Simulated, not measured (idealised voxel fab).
A process module follows: voxel spacer lines.
It is cross-section cut that appears here, measuring 175 nm in width, its square cells being 5 nm in size.
Notation: cross-section as square-cell grid; stated in bands, top first, going down; one or more cell rows per band. A band entry consists of two parts. The first gives the height of the band's top and the height of its bottom, in nm. The rest lists the band's materials from left to right, each with its width in nm. A single material labelled with the word "edge to edge" fills the band from edge to edge, and the word "empty" marks empty space. Beneath 0, the wafer as received is one material, and that level is where height counting begins. The lowest band goes on downward without a bottom; it is written like "0 -> down". A two-number width, for instance "30->40", indicates that the width is equal to the first number in the top row of the band and to the second number in the bottom row, and that it changes by a constant amount per row of cells. What does "nothing got changed" mean for a step? It means no cell of the cross-section changed in that step. Under "Closed void register" you'll find the enclosed gaps, the ones with no way out to the top, that are 8 cells or bigger; each reads width x height at distance, with distance counted from the left edge, everything in nm. If you see something after the settings on a step's line, that's the simulator's own remark about that step. overlay nm: mask right of planned place by this much (step with mask). Neg. = left.

Planned step list for the process:
1: RECEIVE | material Si
2: CONFORMAL_DEP | material Al2O3 | thk nm 5
3: DIRECTIONAL_DEP | material TiN | thk nm 20
4: DIRECTIONAL_DEP | material aC | thk nm 30
5: PATTERN | tone cover | mask id MANDREL | material resist | width nm 20 | pitch nm 60 | thk nm 40 | overlay nm 0
6: DIRECTIONAL_ETCH | etch materials aC | depth nm 30
7: STRIP | etch materials resist
8: CONFORMAL_DEP | material SiO2 | thk nm 10
9: DIRECTIONAL_ETCH | etch materials SiO2 | depth nm 10
10: STRIP | etch materials aC
11: DIRECTIONAL_ETCH | etch materials TiN | depth nm 20
12: STRIP | etch materials SiO2

As received (post step 1): cross-section:
    0 -> down  Si edge to edge
    Closed void register: none

Sectioned view, first of two wafers, at the close of the module, processed as intended in the plan:
    25 -> 5  5 nm empty  10 nm TiN  20 nm empty  10 nm TiN  20 nm empty  10 nm TiN  20 nm empty  10 nm TiN  20 nm empty  10 nm TiN  20 nm empty  10 nm TiN  10 nm empty
    5 -> 0  Al2O3 edge to edge
    0 -> down  Si edge to edge
    Closed void register: none

Cross-sectional view of the second of two wafers upon completion of the module. This wafer shared its starting condition and process plan with the first; one error was made during its execution:
    25 -> 5  10 nm empty  10 nm TiN  20 nm empty  10 nm TiN  20 nm empty  10 nm TiN  20 nm empty  10 nm TiN  20 nm empty  10 nm TiN  20 nm empty  10 nm TiN  5 nm empty
    5 -> 0  Al2O3 edge to edge
    0 -> down  Si edge to edge
    Closed void register: none
what went wrong: it should be noted that step 5 was executed with settings other than those planned, the operation and settings actually applied being PATTERN | tone cover | mask id MANDREL | material resist | width nm 20 | pitch nm 60 | thk nm 40 | overlay nm 5
Heads up: at the end the two wafers have identical cell counts per material, they're just laid out differently.
